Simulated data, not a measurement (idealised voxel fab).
Name of the process module below: voxel gate over fins
Displayed cross-section: cut, width of 180 nm, square cells sized 5 nm.
A cross-section is a grid of square cells, given in bands from the top down. A band is one or more rows of cells. It is stipulated that each band's entry specify, in nanometres, the height of the top of the band and then that of its bottom, followed by the materials of the band in left-to-right sequence, each together with its width in nanometres. A single material marked by the word "everywhere" is understood to fill the band from edge to edge; the word "air" is understood to denote empty space. Heads up on the height convention: 0 is the point under which the incoming wafer is all one material, and the lowest band has no bottom, it just keeps going down, like "0 -> down". The notation "30..40" denotes a width that varies across the rows of cells in the band, beginning at the first number in the top row, finishing at the second number in the bottom row, and changing by an identical amount from each row to the next. The designation "remained unchanged", where it is given for a processing step, indicates that no cell of the cross-section was altered in the course of that step. "Enclosed void inventory" lists enclosed empty spaces (at least 8 cells, no open path upward to the top), each as width x height at distance from the left edge, in nm. On a step's line, text after the settings is the simulator commenting on that step. overlay nm: mask offset rightward from planned place, masked step; negative means leftward offset.

Process steps (planned):
step 1: RECEIVE: material Si
step 2: CONFORMAL_DEP: material SiN, thk nm 5
step 3: PATTERN: tone cover, mask id FINS, material resist, width nm 15, pitch nm 35, thk nm 15, overlay nm -15
step 4: DIRECTIONAL_ETCH: etch materials SiN, depth nm 5
step 5: DIRECTIONAL_ETCH: etch materials Si, depth nm 35
step 6: STRIP: etch materials resist
step 7: FILL_DEP: material SiO2, thk nm 5
step 8: CMP: height nm 5
step 9: SELECTIVE_ETCH: etch materials SiO2, depth nm 15
step 10: STRIP: etch materials SiN
step 11: CONFORMAL_DEP: material HfO2, thk nm 5
step 12: CONFORMAL_DEP: material TiN, thk nm 5
step 13: FILL_DEP: material W, thk nm 10
step 14: CMP: height nm 15
step 15: CONFORMAL_DEP: material SiN, thk nm 5
Quick note for whoever runs this: the wafers start identical, but the overlay nm at step 3 isn't the same across them. The plan just shows what the first wafer had.

As-received state after step 1, first of several wafers, cross-section:
  0 -> down  Si everywhere
  Enclosed void inventory: none

Module finished, last step 15 done: cross-section of the first of several wafers:
  20 -> 15  SiN everywhere
  15 -> 10  W everywhere
  10 -> 5  W 20 / TiN 105 / W 55
  5 -> 0  W 20 / TiN 5 / HfO2 25 / TiN 10 / HfO2 25 / TiN 10 / HfO2 25 / TiN 5 / W 55
  0 -> -5  TiN 25 / HfO2 5 / Si 15 / HfO2 5 / TiN 10 / HfO2 5 / Si 15 / HfO2 5 / TiN 10 / HfO2 5 / Si 15 / HfO2 5 / TiN 60
  -5 -> -10  HfO2 30 / Si 15 / HfO2 20 / Si 15 / HfO2 20 / Si 15 / HfO2 65
  -10 -> -35  SiO2 30 / Si 15 / SiO2 20 / Si 15 / SiO2 20 / Si 15 / SiO2 65
  -35 -> down  Si everywhere
  Enclosed void inventory: none

Cross-section, module end, final of several wafers:
  20 -> 15  SiN everywhere
  15 -> 10  W everywhere
  10 -> 5  W 50 / TiN 105 / W 25
  5 -> 0  W 50 / TiN 5 / HfO2 25 / TiN 10 / HfO2 25 / TiN 10 / HfO2 25 / TiN 5 / W 25
  0 -> -5  TiN 55 / HfO2 5 / Si 15 / HfO2 5 / TiN 10 / HfO2 5 / Si 15 / HfO2 5 / TiN 10 / HfO2 5 / Si 15 / HfO2 5 / TiN 30
  -5 -> -10  HfO2 60 / Si 15 / HfO2 20 / Si 15 / HfO2 20 / Si 15 / HfO2 35
  -10 -> -35  SiO2 60 / Si 15 / SiO2 20 / Si 15 / SiO2 20 / Si 15 / SiO2 35
  -35 -> down  Si everywhere
  Enclosed void inventory: none

Take any row and you have a wafer at the end of the module: how many cells of each material it has gained (+) or lost (-) since it was received, and then its closed voids:
overlay nm -15 | +48 HfO2 | -189 Si | +36 SiN | +135 SiO2 | +48 TiN | +66 W | Enclosed void inventory: none
overlay nm -10 | +48 HfO2 | -189 Si | +36 SiN | +135 SiO2 | +48 TiN | +66 W | Enclosed void inventory: none
overlay nm -5 | +48 HfO2 | -189 Si | +36 SiN | +135 SiO2 | +48 TiN | +66 W | Enclosed void inventory: none
overlay nm 0 | +48 HfO2 | -189 Si | +36 SiN | +135 SiO2 | +48 TiN | +66 W | Enclosed void inventory: none
overlay nm 5 | +48 HfO2 | -189 Si | +36 SiN | +135 SiO2 | +48 TiN | +66 W | Enclosed void inventory: none
overlay nm 10 | +48 HfO2 | -189 Si | +36 SiN | +135 SiO2 | +48 TiN | +66 W | Enclosed void inventory: none
overlay nm 15 | +48 HfO2 | -189 Si | +36 SiN | +135 SiO2 | +48 TiN | +66 W | Enclosed void inventory: none
